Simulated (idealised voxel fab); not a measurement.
Name of the process module below: voxel capacitor over wiring
In the cross-section labelled cut, the width is 155 nm and each square cell is 5 nm.
Cross-section, as written here: a square-cell grid given band by band from the top down, where a band holds one or more rows of cells.
Band: top and bottom heights (nm) first, top before bottom; then materials from left to right, widths in nm. "all across" marks a sole material filling the band edge to edge. "blank" denotes empty space.
It should be noted that heights are counted from 0, beneath which the wafer as supplied is of one material throughout, and that the lowest band possesses no lower boundary but continues downward, as written in "0 nm and below".
Read "30..40" as a graded width: first number on top, second number at the bottom, same change between each pair of neighbouring rows.
"identical to before" after a step means that no cell of the cross-section changed.
Empty spaces without an open route to the top, at least 8 cells in extent, make up the entry "Closed internal cavities"; each is given as width x height at distance, where the distance is measured from the left edge, and all are in nm.
Anything after a step's settings on that line? It's the simulator's own note about the step.
The optional step-line setting "overlay nm" applies to steps with a mask and quantifies how far to the right of its planned location the mask lay, a negative value indicating leftward placement.
Planned step list for the process:
1. RECEIVE (material Si)
2. CONFORMAL_DEP (material SiO2; thk nm 10)
3. DIRECTIONAL_DEP (material TiN; thk nm 5)
4. DIRECTIONAL_DEP (material Ru; thk nm 25)
5. MASKED_ETCH (tone cover; mask id METAL_1; width nm 30; pitch nm 85; etch materials Ru; depth nm 25; overlay nm 0)
6. MASKED_ETCH (tone cover; mask id METAL_1; width nm 30; pitch nm 85; etch materials TiN; depth nm 5; overlay nm 0)
7. CONFORMAL_DEP (material SiN; thk nm 5)
8. FILL_DEP (material lowk; thk nm 5)
9. CMP (height nm 40)
10. CONFORMAL_DEP (material SiCN; thk nm 5)
11. DIRECTIONAL_DEP (material SiO2; thk nm 20)
12. PATTERN (tone open; mask id PLUG_1; material resist; width nm 15; thk nm 20; overlay nm 0)
13. DIRECTIONAL_ETCH (etch materials SiO2; depth nm 20)
14. DIRECTIONAL_ETCH (etch materials SiCN; depth nm 5)
15. STRIP (etch materials resist)
16. EPI (material Ru; thk nm 10)
17. EPI (material Ru; thk nm 10)
18. EPI (material Ru; thk nm 5)
19. DIRECTIONAL_DEP (material TiN; thk nm 10)
20. DIRECTIONAL_DEP (material Al2O3; thk nm 5)
21. DIRECTIONAL_DEP (material TiN; thk nm 10)
22. MASKED_ETCH (tone cover; mask id UPPER_PLATE; width nm 60; etch materials TiN; depth nm 10; overlay nm 0)
23. MASKED_ETCH (tone cover; mask id UPPER_PLATE; width nm 60; etch materials Al2O3; depth nm 5; overlay nm 0)
24. MASKED_ETCH (tone cover; mask id LOWER_PLATE; width nm 70; etch materials TiN; depth nm 10; overlay nm 0)
25. FILL_DEP (material SiO2; thk nm 15)
26. CMP (height nm 100)
27. MASKED_ETCH (tone open; mask id PLUG_2; width nm 15; etch materials SiO2; depth nm 10; overlay nm 0)
28. CONFORMAL_DEP (material TiN; thk nm 5)
29. FILL_DEP (material Cu; thk nm 10)
30. CMP (height nm 100)
31. CONFORMAL_DEP (material SiCN; thk nm 5)
The cross-section here shows the wafer as received, i.e. in its state after step 1:
    0 nm and below: Si all across
    Closed internal cavities: none
Final wafer profile in cross-section after the module, from the same start and plan as above, with one mistake made during processing:
    105 nm to 100 nm: SiCN all across
    100 nm to 95 nm: SiO2=55 | TiN=5 | Cu=5 | TiN=5 | SiO2=85
    95 nm to 90 nm: SiO2=55 | TiN=15 | SiO2=85
    90 nm to 80 nm: SiO2=35 | TiN=60 | SiO2=60
    80 nm to 75 nm: SiO2=35 | Al2O3=60 | SiO2=60
    75 nm to 65 nm: SiO2=30 | TiN=70 | SiO2=55
    65 nm to 45 nm: SiO2=35 | Ru=15 | SiO2=105
    45 nm to 40 nm: SiCN=35 | Ru=15 | SiCN=105
    40 nm to 15 nm: lowk=15 | SiN=5 | Ru=30 | SiN=5 | lowk=45 | SiN=5 | Ru=30 | SiN=5 | lowk=15
    15 nm to 10 nm: SiN=20 | TiN=30 | SiN=55 | TiN=30 | SiN=20
    10 nm to 0 nm: SiO2 all across
    0 nm and below: Si all across
    Closed internal cavities: none
What went wrong in running the wafer? in deviation from the planned setting, step 27 was conducted as MASKED_ETCH (tone open; mask id PLUG_2; width nm 15; etch materials SiO2; depth nm 10; overlay nm 10)
